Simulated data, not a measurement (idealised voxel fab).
voxel fin reveal: a process module
Cross-sectional view cut (width: 165 nm; square cell size: 5 nm).
Square cells in a grid make up a cross-section in this document, and the grid is given as bands, listed from the top down, each one or more rows of cells.
What a band's entry tells you: where the top is and where the bottom is, as heights in nm, and after that what lies inside, material by material from left to right, each with its width in nm. Empty space is written as the word "blank", and a single material marked with the word "everywhere" occupies the band from edge to edge.
All heights in this document are referenced to 0, defined as the level beneath which the wafer, as received, consists entirely of one material. The lowest band is not bounded below; it extends indefinitely downward and is written in the form "from 0 down".
A width such as "30 to 40" changes by the same amount from each row of cells to the next, from the band's top row to its bottom row.
It should be understood that the words "same as before", when stated for a given step, signify that the cross-section underwent no change in any of its cells during that step.
"Listed closed voids": empty spaces of 8 cells or more with no open way to the top, each given as width x height at distance, distance from the left edge, all in nm.
What comes after the settings on a step's line is commentary from the simulator itself on that step.
overlay nm: step with mask; distance mask lay right of planned place; negative value = left of planned place.
Planned step list for the process
step 1: RECEIVE: material Si
step 2: CONFORMAL_DEP: material SiN, thk nm 5
step 3: MASKED_ETCH: tone cover, mask id FINS, width nm 15, pitch nm 40, etch materials SiN, depth nm 5, overlay nm 0
step 4: MASKED_ETCH: tone cover, mask id FINS, width nm 15, pitch nm 40, etch materials Si, depth nm 40, overlay nm 0
step 5: OXIDIZE: depth nm 5
step 6: FILL_DEP: material SiO2, thk nm 10
step 7: CMP: height nm 5
step 8: SELECTIVE_ETCH: etch materials SiO2, depth nm 25
step 9: STRIP: etch materials SiN
step 10: CONFORMAL_DEP: material SiO2, thk nm 5
Cross-section of the incoming wafer, state after step 1
    from 0 down: Si everywhere
    Listed closed voids: none
first wafer at the end, as planned
    from 5 to 0: blank: 55 / SiO2: 15 / blank: 25 / SiO2: 15 / blank: 55
    from 0 to -15: blank: 55 / SiO2: 5 / Si: 5 / SiO2: 5 / blank: 25 / SiO2: 5 / Si: 5 / SiO2: 5 / blank: 55
    from -15 to -45: SiO2: 60 / Si: 5 / SiO2: 35 / Si: 5 / SiO2: 60
    from -45 down: Si everywhere
    Listed closed voids: none
Here is the second of the two wafers cut open at the end of the module - same start, same plan as the first one, but we made one mistake running it
    from 5 to 0: blank: 55 / SiO2: 15 / blank: 25 / SiO2: 15 / blank: 55
    from 0 to -15: blank: 55 / SiO2: 5 / Si: 5 / SiO2: 5 / blank: 25 / SiO2: 5 / Si: 5 / SiO2: 5 / blank: 55
    from -15 to -55: SiO2: 60 / Si: 5 / SiO2: 35 / Si: 5 / SiO2: 60
    from -55 down: Si everywhere
    Listed closed voids: none
What went wrong in running the wafer? contrary to plan, step 4 was performed as MASKED_ETCH: tone cover, mask id FINS, width nm 15, pitch nm 40, etch materials Si, depth nm 50, overlay nm 0
Upon completion, the second wafer contains, in terms of cells, a greater or smaller amount of certain materials than the first wafer: Si -62 | SiO2 +62
